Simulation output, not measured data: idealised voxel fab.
A process module follows: voxel tone inversion.
Pictured: cross-section cut, 190 nm wide, on a grid of 5 nm square cells.
Reading order for cross-sections: top band down to bottom band. Underlying form: a grid of square cells. Band size: one or more rows of cells.
Look at the band entry: it leads with the top's height and the bottom's height in nm. Then it lists the materials left to right, with a width in nm for each. The word "all across" on a single material says that material fills the band edge to edge. The word "blank" is empty space.
Counting heights begins at 0, where everything beneath is, in the wafer as received, one material. The lowest band has no bottom; it goes on downwards, as "0 nm and below" shows.
Width: "30 to 40" (first number = top row, second number = bottom row, same change from row to row of cells).
Reading "same as before" for a step: not a cell of the cross-section changed in it.
"Unvented internal voids" contains a list of empty spaces, each no smaller than 8 cells and without an open way to the top, written in the form width x height at distance with the distance from the left edge and all three in nm.
Note: text after step settings on the step line = simulator remark on that step.
overlay nm: mask right of planned place by this much (step with mask). Neg. = left.

Steps in the process plan
1,RECEIVE with material Si
2,CONFORMAL_DEP with material SiN, thk nm 5
3,DIRECTIONAL_DEP with material polySi, thk nm 15
4,PATTERN with tone cover, mask id POSTS, material resist, width nm 15, pitch nm 45, thk nm 25, overlay nm -15
5,DIRECTIONAL_ETCH with etch materials polySi, depth nm 15
6,STRIP with etch materials resist
7,FILL_DEP with material SiO2, thk nm 5
8,CMP with height nm 20
9,STRIP with etch materials polySi
Where the wafers of this document differ is in the overlay nm of step 4; they start out the same, and the plan states the value that applied to the first wafer.

As-received state after step 1, first of several wafers, cross-section
	0 nm and below = Si all across
	Unvented internal voids: none

first wafer at the end, after step 9
	20 nm to 5 nm = 25 nm SiO2  15 nm blank  30 nm SiO2  15 nm blank  30 nm SiO2  15 nm blank  60 nm SiO2
	5 nm to 0 nm = SiN all across
	0 nm and below = Si all across
	Unvented internal voids: none

Cross-sectional view of the final wafer of several at the module's end
	20 nm to 5 nm = 55 nm SiO2  15 nm blank  30 nm SiO2  15 nm blank  30 nm SiO2  15 nm blank  30 nm SiO2
	5 nm to 0 nm = SiN all across
	0 nm and below = Si all across
	Unvented internal voids: none

So in this table every wafer gets its own row, and what you see is where it stands at the end of the module: for each material, how many cells it picked up (+) or gave up (-) since we received it, and after that its closed voids
overlay nm -15, +38 SiN, +87 SiO2, Unvented internal voids: none
overlay nm -10, +38 SiN, +87 SiO2, Unvented internal voids: none
overlay nm -5, +38 SiN, +87 SiO2, Unvented internal voids: none
overlay nm 0, +38 SiN, +87 SiO2, Unvented internal voids: none
overlay nm 5, +38 SiN, +87 SiO2, Unvented internal voids: none
overlay nm 10, +38 SiN, +87 SiO2, Unvented internal voids: none
overlay nm 15, +38 SiN, +87 SiO2, Unvented internal voids: none
